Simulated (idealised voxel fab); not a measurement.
A process module follows: voxel ribs on slabs.
This is section cut - it's 190 nm across, gridded in 5 nm square cells.
How to read a cross-section here: the picture is a grid of square cells, written as bands going from the top down, and any band can span one or more rows of cells.
Band entry format. Leading values: height of top, height of bottom, nm. Remainder: materials in left-to-right order, each with its width in nm. Special words: "throughout" on a single material, which then fills the band edge to edge; "blank", empty space.
Basically, 0 is our baseline, since under it the wafer straight out of the box is all one material. The bottom band has no lower end and keeps on going down, so it looks like "0..down".
It should be noted that a width expressed as "30->40" varies in equal increments from row to row of cells within the band, taking the value of the first number at the top row and that of the second number at the bottom row.
Any step labelled "remained the same" changed none of the cells in the cross-section.
Entry "Voids, enclosed" = empty spaces >= 8 cells with no open way to the top; each as width x height at distance, distance from left edge, all nm.
Heads up: the bit after the settings on a step's line is the simulator's remark on that step.
"overlay nm" answers the question of how far to the right of plan the mask lay on a step that has a mask, and when it is negative the answer is to the left.
SO HERE'S THE LINEUP OF PROCESS STEPS WE PLANNED
1. RECEIVE, material Si
2. DIRECTIONAL_DEP, material SiO2, thk nm 20
3. DIRECTIONAL_DEP, material SiN, thk nm 20
4. DIRECTIONAL_DEP, material aC, thk nm 10
5. PATTERN, tone cover, mask id RIB, material resist, width nm 30, thk nm 30, overlay nm 0
6. DIRECTIONAL_ETCH, etch materials aC, depth nm 10
7. STRIP, etch materials resist
8. DIRECTIONAL_ETCH, etch materials SiN, depth nm 10
9. STRIP, etch materials aC
10. MASKED_ETCH, tone cover, mask id SLAB, width nm 70, etch materials SiN, depth nm 10, overlay nm 0
11. FILL_DEP, material SiO2, thk nm 20
12. CMP, height nm 55
13. DIRECTIONAL_DEP, material TiN, thk nm 10
14. PATTERN, tone cover, mask id HEATER, material resist, width nm 40, thk nm 20, overlay nm 0
15. DIRECTIONAL_ETCH, etch materials TiN, depth nm 10
16. STRIP, etch materials resist
17. CONFORMAL_DEP, material SiN, thk nm 5
THE FIRST OF TWO WAFERS, RUN AS PLANNED
RECEIVED-STATE CROSS-SECTION, REFLECTING COMPLETION OF STEP 1
* 0..down = Si throughout
* Voids, enclosed: none
WAFER XSEC, POST STEP 2
* 20..0 = SiO2 throughout
* Heights below 0 show no change.
WAFER XSEC, POST STEP 3
* 40..20 = SiN throughout
* Heights below 20 show no change.
WAFER XSEC, POST STEP 4
* 50..40 = aC throughout
* Heights below 40 show no change.
WAFER XSEC, POST STEP 5
* 80..50 = blank: 80  resist: 30  blank: 80
* Heights below 50 show no change.
WAFER XSEC, POST STEP 6
* 70..50 = blank: 80  resist: 30  blank: 80
* 50..40 = blank: 80  aC: 30  blank: 80
* Heights below 40 show no change.
WAFER XSEC, POST STEP 7
* 50..40 = blank: 80  aC: 30  blank: 80
* Heights below 40 show no change.
WAFER XSEC, POST STEP 8
* 50..40 = blank: 80  aC: 30  blank: 80
* 40..30 = blank: 80  SiN: 30  blank: 80
* Heights below 30 show no change.
WAFER XSEC, POST STEP 9
* 40..30 = blank: 80  SiN: 30  blank: 80
* Heights below 30 show no change.
WAFER XSEC, POST STEP 10
* 40..30 = blank: 80  SiN: 30  blank: 80
* 30..20 = blank: 60  SiN: 70  blank: 60
* Heights below 20 show no change.
WAFER XSEC, POST STEP 11
* 60..40 = SiO2 throughout
* 40..30 = SiO2: 80  SiN: 30  SiO2: 80
* 30..20 = SiO2: 60  SiN: 70  SiO2: 60
* Heights below 20 show no change.
WAFER XSEC, POST STEP 12
* 55..40 = SiO2 throughout
* Heights below 40 show no change.
WAFER XSEC, POST STEP 13
* 65..55 = TiN throughout
* Heights below 55 show no change.
WAFER XSEC, POST STEP 14
* 85..65 = blank: 75  resist: 40  blank: 75
* Heights below 65 show no change.
WAFER XSEC, POST STEP 15
* 85..65 = blank: 75  resist: 40  blank: 75
* 65..55 = blank: 75  TiN: 40  blank: 75
* Heights below 55 show no change.
WAFER XSEC, POST STEP 16
* 65..55 = blank: 75  TiN: 40  blank: 75
* Heights below 55 show no change.
WAFER XSEC, POST STEP 17
* 70..65 = blank: 70  SiN: 50  blank: 70
* 65..60 = blank: 70  SiN: 5  TiN: 40  SiN: 5  blank: 70
* 60..55 = SiN: 75  TiN: 40  SiN: 75
* Heights below 55 show no change.
NOTES, SECOND WAFER: START = FIRST WAFER'S, PLAN = FIRST WAFER'S, EXECUTION HAD ONE MISTAKE; HISTORY IDENTICAL TO FIRST THROUGH STEP 9
CROSS-SECTION OF THE SECOND WAFER AT THE TIME STEP 10 OF THE PLAN SHOULD HAVE ENDED
* 40..30 = blank: 80  SiN: 30  blank: 80
* 30..20 = blank: 60  SiN: 75  blank: 55
* Heights below 20 show no change.
CROSS-SECTION OF THE SECOND WAFER AT THE TIME STEP 11 OF THE PLAN SHOULD HAVE ENDED
* 60..40 = SiO2 throughout
* 40..30 = SiO2: 80  SiN: 30  SiO2: 80
* 30..20 = SiO2: 60  SiN: 75  SiO2: 55
* Heights below 20 show no change.
CROSS-SECTION OF THE SECOND WAFER AT THE TIME STEP 12 OF THE PLAN SHOULD HAVE ENDED
* 55..40 = SiO2 throughout
* Heights below 40 show no change.
CROSS-SECTION OF THE SECOND WAFER AT THE TIME STEP 13 OF THE PLAN SHOULD HAVE ENDED
* 65..55 = TiN throughout
* Heights below 55 show no change.
CROSS-SECTION OF THE SECOND WAFER AT THE TIME STEP 14 OF THE PLAN SHOULD HAVE ENDED
* 85..65 = blank: 75  resist: 40  blank: 75
* Heights below 65 show no change.
CROSS-SECTION OF THE SECOND WAFER AT THE TIME STEP 15 OF THE PLAN SHOULD HAVE ENDED
* 85..65 = blank: 75  resist: 40  blank: 75
* 65..55 = blank: 75  TiN: 40  blank: 75
* Heights below 55 show no change.
CROSS-SECTION OF THE SECOND WAFER AT THE TIME STEP 16 OF THE PLAN SHOULD HAVE ENDED
* 65..55 = blank: 75  TiN: 40  blank: 75
* Heights below 55 show no change.
CROSS-SECTION OF THE SECOND WAFER AT THE TIME STEP 17 OF THE PLAN SHOULD HAVE ENDED
* 70..65 = blank: 70  SiN: 50  blank: 70
* 65..60 = blank: 70  SiN: 5  TiN: 40  SiN: 5  blank: 70
* 60..55 = SiN: 75  TiN: 40  SiN: 75
* Heights below 55 show no change.
Here's what went sideways: step 10 ran differently from the plan; actual operation with settings: MASKED_ETCH, tone cover, mask id SLAB, width nm 75, etch materials SiN, depth nm 10, overlay nm 0
Once processing is complete, comparing cell counts shows that the second wafer has more or fewer of certain materials than the first: SiN +2, SiO2 -2
